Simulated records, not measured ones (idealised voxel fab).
Process module in this document: voxel capacitor over wiring
Displayed cross-section: cut, width of 240 nm, square cells sized 5 nm.
The cross-sections in this document take the form of a grid made of square cells. They are written out as bands, in order from top to bottom. Each band consists of one or more rows of cells. What a band's entry tells you: where the top is and where the bottom is, as heights in nm, and after that what lies inside, material by material from left to right, each with its width in nm. Empty space is written as the word "empty", and a single material marked with the word "all across" occupies the band from edge to edge. The level at which height equals 0 is the one under which the wafer, as it arrives, is entirely one material. No lower edge exists for the bottom band, which continues downward and is notated as in "top 0, no bottom". A width such as "30..40" changes by the same amount from each row of cells to the next, from the band's top row to its bottom row. For the purposes of this document, the phrase "stayed the same" attached to a step denotes that no cell within the cross-section was modified by that step. For the entry "Fully closed voids", the listed items are empty spaces with no open way to the top whose size is 8 cells or more; each item follows the pattern width x height at distance, where distance is from the left edge and all three are in nm. Post-settings text on a step line: simulator's own remark regarding the step. Regarding "overlay nm": on a step with a mask, it is the distance the mask lay to the right of its planned place; a negative value places it to the left.
**The process steps that were planned are listed below**
1 RECEIVE: material Si
2 CONFORMAL_DEP: material SiO2, thk nm 10
3 CONFORMAL_DEP: material SiCN, thk nm 5
4 DIRECTIONAL_DEP: material lowk, thk nm 15
5 MASKED_ETCH: tone open, mask id METAL_1, width nm 20, pitch nm 85, etch materials lowk, depth nm 15, overlay nm 0
6 MASKED_ETCH: tone open, mask id METAL_1, width nm 20, pitch nm 85, etch materials SiCN, depth nm 5, overlay nm 0
7 CONFORMAL_DEP: material TiN, thk nm 5
8 FILL_DEP: material Cu, thk nm 10
9 CMP: height nm 30
10 EPI: material Ru, thk nm 5
11 FILL_DEP: material SiCN, thk nm 5
12 DIRECTIONAL_DEP: material SiO2, thk nm 10
13 MASKED_ETCH: tone open, mask id PLUG_1, width nm 15, etch materials SiO2, depth nm 10, overlay nm 0
14 MASKED_ETCH: tone open, mask id PLUG_1, width nm 15, etch materials SiCN, depth nm 5, overlay nm 0
15 CONFORMAL_DEP: material TiN, thk nm 5
16 FILL_DEP: material Ru, thk nm 10
17 CMP: height nm 50
18 DIRECTIONAL_DEP: material TiN, thk nm 5
19 DIRECTIONAL_DEP: material Al2O3, thk nm 5
20 DIRECTIONAL_DEP: material TiN, thk nm 5
21 PATTERN: tone cover, mask id UPPER_PLATE, material resist, width nm 70, thk nm 20, overlay nm 0
22 DIRECTIONAL_ETCH: etch materials TiN, depth nm 5
23 DIRECTIONAL_ETCH: etch materials Al2O3, depth nm 5
24 STRIP: etch materials resist
25 MASKED_ETCH: tone cover, mask id LOWER_PLATE, width nm 80, etch materials TiN, depth nm 5, overlay nm 0
26 FILL_DEP: material SiO2, thk nm 20
27 CMP: height nm 80
28 PATTERN: tone open, mask id PLUG_2, material resist, width nm 15, thk nm 20, overlay nm 0
29 DIRECTIONAL_ETCH: etch materials SiO2, depth nm 15
30 STRIP: etch materials resist
31 CONFORMAL_DEP: material TiN, thk nm 5
32 FILL_DEP: material Ru, thk nm 5
33 CMP: height nm 80
34 CONFORMAL_DEP: material SiN, thk nm 5
**Of two wafers, the first: run according to plan**
**As-received state of the wafer in cross-section, equivalent to post-step 1**
	top 0, no bottom | Si all across
	Fully closed voids: none
**How the wafer stands in section after step 2**
	top 10, bottom 0 | SiO2 all across
	Rest of section, below 0: as before.
**How the wafer stands in section after step 3**
	top 15, bottom 10 | SiCN all across
	Rest of section, below 10: as before.
**How the wafer stands in section after step 4**
	top 30, bottom 15 | lowk all across
	Rest of section, below 15: as before.
**How the wafer stands in section after step 5**
	top 30, bottom 15 | lowk (65), then empty (20), then lowk (65), then empty (20), then lowk (70)
	Rest of section, below 15: as before.
**How the wafer stands in section after step 6**
	top 30, bottom 15 | lowk (65), then empty (20), then lowk (65), then empty (20), then lowk (70)
	top 15, bottom 10 | SiCN (65), then empty (20), then SiCN (65), then empty (20), then SiCN (70)
	Rest of section, below 10: as before.
**How the wafer stands in section after step 7**
	top 35, bottom 30 | TiN (70), then empty (10), then TiN (75), then empty (10), then TiN (75)
	top 30, bottom 15 | lowk (65), then TiN (5), then empty (10), then TiN (5), then lowk (65), then TiN (5), then empty (10), then TiN (5), then lowk (70)
	top 15, bottom 10 | SiCN (65), then TiN (20), then SiCN (65), then TiN (20), then SiCN (70)
	Rest of section, below 10: as before.
**How the wafer stands in section after step 8**
	top 45, bottom 35 | Cu all across
	top 35, bottom 30 | TiN (70), then Cu (10), then TiN (75), then Cu (10), then TiN (75)
	top 30, bottom 15 | lowk (65), then TiN (5), then Cu (10), then TiN (5), then lowk (65), then TiN (5), then Cu (10), then TiN (5), then lowk (70)
	Rest of section, below 15: as before.
**How the wafer stands in section after step 9**
	top 30, bottom 15 | lowk (65), then TiN (5), then Cu (10), then TiN (5), then lowk (65), then TiN (5), then Cu (10), then TiN (5), then lowk (70)
	Rest of section, below 15: as before.
**How the wafer stands in section after step 10**
	top 35, bottom 30 | empty (60), then Ru (30), then empty (55), then Ru (30), then empty (65)
	Rest of section, below 30: as before.
**How the wafer stands in section after step 11**
	top 40, bottom 35 | SiCN all across
	top 35, bottom 30 | SiCN (60), then Ru (30), then SiCN (55), then Ru (30), then SiCN (65)
	Rest of section, below 30: as before.
**How the wafer stands in section after step 12**
	top 50, bottom 40 | SiO2 all across
	Rest of section, below 40: as before.
**How the wafer stands in section after step 13**
	top 50, bottom 40 | SiO2 (70), then empty (15), then SiO2 (155)
	Rest of section, below 40: as before.
**How the wafer stands in section after step 14**
	top 50, bottom 40 | SiO2 (70), then empty (15), then SiO2 (155)
	top 40, bottom 35 | SiCN (70), then empty (15), then SiCN (155)
	Rest of section, below 35: as before.
**How the wafer stands in section after step 15**
	top 55, bottom 50 | TiN (75), then empty (5), then TiN (160)
	top 50, bottom 40 | SiO2 (70), then TiN (5), then empty (5), then TiN (5), then SiO2 (155)
	top 40, bottom 35 | SiCN (70), then TiN (15), then SiCN (155)
	Rest of section, below 35: as before.
**How the wafer stands in section after step 16**
	top 65, bottom 55 | Ru all across
	top 55, bottom 50 | TiN (75), then Ru (5), then TiN (160)
	top 50, bottom 40 | SiO2 (70), then TiN (5), then Ru (5), then TiN (5), then SiO2 (155)
	Rest of section, below 40: as before.
**How the wafer stands in section after step 17**
	top 50, bottom 40 | SiO2 (70), then TiN (5), then Ru (5), then TiN (5), then SiO2 (155)
	Rest of section, below 40: as before.
**How the wafer stands in section after step 18**
	top 55, bottom 50 | TiN all across
	Rest of section, below 50: as before.
**How the wafer stands in section after step 19**
	top 60, bottom 55 | Al2O3 all across
	Rest of section, below 55: as before.
**How the wafer stands in section after step 20**
	top 65, bottom 60 | TiN all across
	Rest of section, below 60: as before.
**How the wafer stands in section after step 21**
	top 85, bottom 65 | empty (70), then resist (70), then empty (100)
	Rest of section, below 65: as before.
**How the wafer stands in section after step 22**
	top 85, bottom 65 | empty (70), then resist (70), then empty (100)
	top 65, bottom 60 | empty (70), then TiN (70), then empty (100)
	Rest of section, below 60: as before.
**How the wafer stands in section after step 23**
	top 85, bottom 65 | empty (70), then resist (70), then empty (100)
	top 65, bottom 60 | empty (70), then TiN (70), then empty (100)
	top 60, bottom 55 | empty (70), then Al2O3 (70), then empty (100)
	Rest of section, below 55: as before.
**How the wafer stands in section after step 24**
	top 65, bottom 60 | empty (70), then TiN (70), then empty (100)
	Rest of section, below 60: as before.
**How the wafer stands in section after step 25**
	top 65, bottom 60 | empty (70), then TiN (70), then empty (100)
	top 60, bottom 55 | empty (70), then Al2O3 (70), then empty (100)
	top 55, bottom 50 | empty (65), then TiN (80), then empty (95)
	Rest of section, below 50: as before.
**How the wafer stands in section after step 26**
	top 85, bottom 65 | SiO2 all across
	top 65, bottom 60 | SiO2 (70), then TiN (70), then SiO2 (100)
	top 60, bottom 55 | SiO2 (70), then Al2O3 (70), then SiO2 (100)
	top 55, bottom 50 | SiO2 (65), then TiN (80), then SiO2 (95)
	Rest of section, below 50: as before.
**How the wafer stands in section after step 27**
	top 80, bottom 65 | SiO2 all across
	Rest of section, below 65: as before.
**How the wafer stands in section after step 28**
	top 100, bottom 80 | resist (80), then empty (15), then resist (145)
	Rest of section, below 80: as before.
**How the wafer stands in section after step 29**
	top 100, bottom 80 | resist (80), then empty (15), then resist (145)
	top 80, bottom 65 | SiO2 (80), then empty (15), then SiO2 (145)
	Rest of section, below 65: as before.
**How the wafer stands in section after step 30**
	top 80, bottom 65 | SiO2 (80), then empty (15), then SiO2 (145)
	Rest of section, below 65: as before.
**How the wafer stands in section after step 31**
	top 85, bottom 80 | TiN (85), then empty (5), then TiN (150)
	top 80, bottom 70 | SiO2 (80), then TiN (5), then empty (5), then TiN (5), then SiO2 (145)
	top 70, bottom 60 | SiO2 (80..70), then TiN (15..70), then SiO2 (145..100)
	Rest of section, below 60: as before.
**How the wafer stands in section after step 32**
	top 90, bottom 85 | Ru all across
	top 85, bottom 80 | TiN (85), then Ru (5), then TiN (150)
	top 80, bottom 70 | SiO2 (80), then TiN (5), then Ru (5), then TiN (5), then SiO2 (145)
	Rest of section, below 70: as before.
**How the wafer stands in section after step 33**
	top 80, bottom 70 | SiO2 (80), then TiN (5), then Ru (5), then TiN (5), then SiO2 (145)
	Rest of section, below 70: as before.
**How the wafer stands in section after step 34**
	top 85, bottom 80 | SiN all across
	Rest of section, below 80: as before.
**Second wafer, same starting state and plan as the first, one mistake in the run, identical through step 23**
**What the second wafer looks like in cross-section when step 24 should have wrapped up**
	top 65, bottom 60 | empty (70), then TiN (70), then empty (100)
	Rest of section, below 60: as before.
**What the second wafer looks like in cross-section when step 25 should have wrapped up**
	top 65, bottom 60 | empty (70), then TiN (70), then empty (100)
	top 60, bottom 55 | empty (70), then Al2O3 (70), then empty (100)
	top 55, bottom 50 | empty (65), then TiN (80), then empty (95)
	Rest of section, below 50: as before.
**What the second wafer looks like in cross-section when step 26 should have wrapped up**
	top 85, bottom 65 | SiO2 all across
	top 65, bottom 60 | SiO2 (70), then TiN (70), then SiO2 (100)
	top 60, bottom 55 | SiO2 (70), then Al2O3 (70), then SiO2 (100)
	top 55, bottom 50 | SiO2 (65), then TiN (80), then SiO2 (95)
	Rest of section, below 50: as before.
**What the second wafer looks like in cross-section when step 27 should have wrapped up**
	top 80, bottom 65 | SiO2 all across
	Rest of section, below 65: as before.
**What the second wafer looks like in cross-section when step 28 should have wrapped up**
	top 100, bottom 80 | resist (80), then empty (15), then resist (145)
	Rest of section, below 80: as before.
**What the second wafer looks like in cross-section when step 29 should have wrapped up**
	top 100, bottom 80 | resist (80), then empty (15), then resist (145)
	top 80, bottom 65 | SiO2 (80), then empty (15), then SiO2 (145)
	Rest of section, below 65: as before.
**What the second wafer looks like in cross-section when step 30 should have wrapped up**
	top 80, bottom 65 | SiO2 (80), then empty (15), then SiO2 (145)
	Rest of section, below 65: as before.
**What the second wafer looks like in cross-section when step 31 should have wrapped up**
	top 85, bottom 80 | TiN (85), then empty (5), then TiN (150)
	top 80, bottom 70 | SiO2 (80), then TiN (5), then empty (5), then TiN (5), then SiO2 (145)
	top 70, bottom 60 | SiO2 (80..70), then TiN (15..70), then SiO2 (145..100)
	Rest of section, below 60: as before.
**What the second wafer looks like in cross-section when step 32 should have wrapped up**
	top 90, bottom 85 | Ru all across
	top 85, bottom 80 | TiN (85), then Ru (5), then TiN (150)
	top 80, bottom 70 | SiO2 (80), then TiN (5), then Ru (5), then TiN (5), then SiO2 (145)
	Rest of section, below 70: as before.
**What the second wafer looks like in cross-section when step 33 should have wrapped up**
	top 80, bottom 70 | SiO2 (80), then TiN (5), then Ru (5), then TiN (5), then SiO2 (145)
	Rest of section, below 70: as before.
**What the second wafer looks like in cross-section when step 34 should have wrapped up**
	top 85, bottom 80 | SiN all across
	Rest of section, below 80: as before.
Where did the run depart from the plan? step 24 of the plan was performed twice
If you compare the two wafers at the end, their cross-sections are the same, so as far as this model is concerned the mistake changes nothing.
